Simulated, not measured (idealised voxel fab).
Name of the process module below: voxel tone inversion
For reference, the cross-section in this document is cut, with width 170 nm and square cells of 5 nm.
Format of a cross-section: grid, square cells. Given as bands. Order: top down. Band: one or more rows of cells. It is stipulated that each band's entry specify, in nanometres, the height of the top of the band and then that of its bottom, followed by the materials of the band in left-to-right sequence, each together with its width in nanometres. A single material marked by the word "full width" is understood to fill the band from edge to edge; the word "empty" is understood to denote empty space. A quick word on heights: they are counted from 0, and under that level the wafer as it came to us is one material throughout. The lowest band is different from the rest in having no bottom; it simply continues downward, written as in "z 0 and below". Think of "30 to 40" as a width that walks from the first number to the second as you go down the band, top row to bottom row, taking equal-sized steps from row to row. Take "nothing altered" at face value: in the step it is given for, the cross-section changed in none of its cells. Basically, "Closed void list" tells you about the enclosed voids: empty spaces with no open way to the top, 8 cells or bigger, each written width x height at distance, where distance is from the left edge, all in nm. The remark found on a step's line after its settings is issued by the simulator itself and pertains to that step. Steps that use a mask can have "overlay nm" on their line. It says how far the mask sat to the right of where it was meant to be. Negative means to the left.
PROCESS STEPS (PLANNED)
1: RECEIVE [material Si]
2: CONFORMAL_DEP [material SiN] [thk nm 10]
3: DIRECTIONAL_DEP [material polySi] [thk nm 20]
4: PATTERN [tone cover] [mask id POSTS] [material resist] [width nm 15] [pitch nm 45] [thk nm 25] [overlay nm 0]
5: DIRECTIONAL_ETCH [etch materials polySi] [depth nm 20]
6: STRIP [etch materials resist]
7: FILL_DEP [material lowk] [thk nm 10]
8: CMP [height nm 30]
9: STRIP [etch materials polySi]
10: CONFORMAL_DEP [material TiN] [thk nm 5]
11: FILL_DEP [material Cu] [thk nm 10]
12: CMP [height nm 30]
13: CONFORMAL_DEP [material SiCN] [thk nm 5]
THIS IS THE CROSS-SECTION OF THE WAFER AS WE RECEIVED IT, I.E. AFTER STEP 1
z 0 and below | Si full width
Closed void list: none
POST-MODULE CROSS-SECTION: IDENTICAL START AND PLAN TO THOSE ABOVE, ONE MISSTEP IN EXECUTION
z 45 to 40 | SiCN full width
z 40 to 35 | Cu full width
z 35 to 30 | TiN: 35, Cu: 5, TiN: 40, Cu: 5, TiN: 40, Cu: 5, TiN: 40
z 30 to 15 | lowk: 30, TiN: 5, Cu: 5, TiN: 5, lowk: 30, TiN: 5, Cu: 5, TiN: 5, lowk: 30, TiN: 5, Cu: 5, TiN: 5, lowk: 35
z 15 to 10 | lowk: 30, TiN: 15, lowk: 30, TiN: 15, lowk: 30, TiN: 15, lowk: 35
z 10 to 0 | SiN full width
z 0 and below | Si full width
Closed void list: none
Processing error: not per plan at step 12, really ran CMP [height nm 40]
